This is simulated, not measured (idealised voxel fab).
Process module under the name voxel trench capacitor
Shown is cross-section cut, with a width of 280 nm and square cells of size 5 nm.
In this document a cross-section is written as a grid of square cells. It is given as a series of bands, listed from the top down, and a band is one or more rows of cells.
It is stipulated that each band's entry specify, in nanometres, the height of the top of the band and then that of its bottom, followed by the materials of the band in left-to-right sequence, each together with its width in nanometres. A single material marked by the word "full width" is understood to fill the band from edge to edge; the word "air" is understood to denote empty space.
Convention: height 0 is the level below which the wafer, as received, is all one material. The lowest band does not terminate at the bottom but continues downward, represented as "0..down".
Quick explanation for "30 to 40": the width changes in equal steps down the rows of cells, from the first number in the band's top row to the second number in its bottom row.
Key: "no modification" - step with no changed cell in the cross-section.
Entry "Voids, fully enclosed" = empty spaces >= 8 cells with no open way to the top; each as width x height at distance, distance from left edge, all nm.
If you see something after the settings on a step's line, that's the simulator's own remark about that step.
overlay nm: right-of-plan distance of the mask on a masked step; negative values mean left-of-plan.
Below you will find pairs of cross-sections. In each, one shows the wafer before one process step and the other after it, with the after view ending at the lowest band that changed. Under each pair is the step separating them, along with its settings. Do not assume the pairs form a chain: they can come from different runs of this module on the same starting wafer, and a pair continues from the pair above it only when its "Ahead of processing" entry says so.

Ahead of processing:
> 25..15: polySi full width
> 15..10: polySi 55 nm | Al2O3 35 nm | polySi 10 nm | Al2O3 35 nm | polySi 10 nm | Al2O3 35 nm | polySi 10 nm | Al2O3 35 nm | polySi 55 nm
> 10..0: polySi 55 nm | Al2O3 5 nm | SiN 25 nm | Al2O3 5 nm | polySi 10 nm | Al2O3 5 nm | SiN 25 nm | Al2O3 5 nm | polySi 10 nm | Al2O3 5 nm | SiN 25 nm | Al2O3 5 nm | polySi 10 nm | Al2O3 5 nm | SiN 25 nm | Al2O3 5 nm | polySi 55 nm
> 0..-30: polySi 55 nm | Al2O3 5 nm | Si 25 nm | Al2O3 5 nm | polySi 10 nm | Al2O3 5 nm | Si 25 nm | Al2O3 5 nm | polySi 10 nm | Al2O3 5 nm | Si 25 nm | Al2O3 5 nm | polySi 10 nm | Al2O3 5 nm | Si 25 nm | Al2O3 5 nm | polySi 55 nm
> -30..-35: Al2O3 60 nm | Si 25 nm | Al2O3 20 nm | Si 25 nm | Al2O3 20 nm | Si 25 nm | Al2O3 20 nm | Si 25 nm | Al2O3 60 nm
> -35..down: Si full width
> Voids, fully enclosed: none

As Processed:
> 10..0: polySi 55 nm | Al2O3 5 nm | SiN 25 nm | Al2O3 5 nm | polySi 10 nm | Al2O3 5 nm | SiN 25 nm | Al2O3 5 nm | polySi 10 nm | Al2O3 5 nm | SiN 25 nm | Al2O3 5 nm | polySi 10 nm | Al2O3 5 nm | SiN 25 nm | Al2O3 5 nm | polySi 55 nm
> Below 0 it's all the same as before, nothing changed down there.
> Voids, fully enclosed: none
It is this step that lies between the two cross-sections above: CMP: height nm 10
